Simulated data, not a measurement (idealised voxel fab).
Process module, titled voxel trench capacitor
Section cut is 230 nm wide and gridded with 5 nm square cells.
Bands, listed from the top down, are how a cross-section gets written in this document; the cross-section itself is a grid of square cells, and a band is one or more rows of them. Band: top height; bottom height; in nm. Then, left to right: material with width in nm, for each material. "everywhere": a single material spanning edge to edge. "blank": empty space. A quick word on heights: they are counted from 0, and under that level the wafer as it came to us is one material throughout. The lowest band is different from the rest in having no bottom; it simply continues downward, written as in "0 and below". Top row gets the first number, bottom row gets the second, and each row in between changes by the same step: that is how a band width like "30 to 40" works. For the purposes of this document, the phrase "remained unchanged" attached to a step denotes that no cell within the cross-section was modified by that step. Each empty space that has no open way to the top and spans at least 8 cells appears under "Voids, fully enclosed" as width x height at distance, the distance counted from the left edge, all in nm. after a step's settings: what the simulator itself notes on the step. overlay nm: right-of-plan distance of the mask on a masked step; negative values mean left-of-plan.
Steps in the process plan:
1,RECEIVE (material Si)
2,CONFORMAL_DEP (material SiN; thk nm 10)
3,PATTERN (tone open; mask id TRENCH; material resist; width nm 15; pitch nm 55; thk nm 15; overlay nm 0)
4,DIRECTIONAL_ETCH (etch materials SiN; depth nm 10)
5,DIRECTIONAL_ETCH (etch materials Si; depth nm 30)
6,STRIP (etch materials resist)
7,CONFORMAL_DEP (material Al2O3; thk nm 5)
8,FILL_DEP (material polySi; thk nm 10)
9,CMP (height nm 10)
The wafers are alike at the start. At step 3, their width nm differs. The plan lists the first wafer's value.
As-received cross-section, first of several wafers, post step 1:
    0 and below  Si everywhere
    Voids, fully enclosed: none
Tabulated below, wafer by wafer, are the end-of-module results: for each material, the number of cells gained (+) or lost (-) relative to the as-received state, followed by the closed voids:
width nm 15 | +51 Al2O3 | -54 Si | +74 SiN | +21 polySi | Voids, fully enclosed: none
width nm 20 | +54 Al2O3 | -72 Si | +68 SiN | +42 polySi | Voids, fully enclosed: none
width nm 25 | +57 Al2O3 | -90 Si | +62 SiN | +63 polySi | Voids, fully enclosed: none
width nm 30 | +60 Al2O3 | -108 Si | +56 SiN | +84 polySi | Voids, fully enclosed: none
width nm 35 | +63 Al2O3 | -126 Si | +50 SiN | +105 polySi | Voids, fully enclosed: none
width nm 40 | +66 Al2O3 | -144 Si | +44 SiN | +126 polySi | Voids, fully enclosed: none
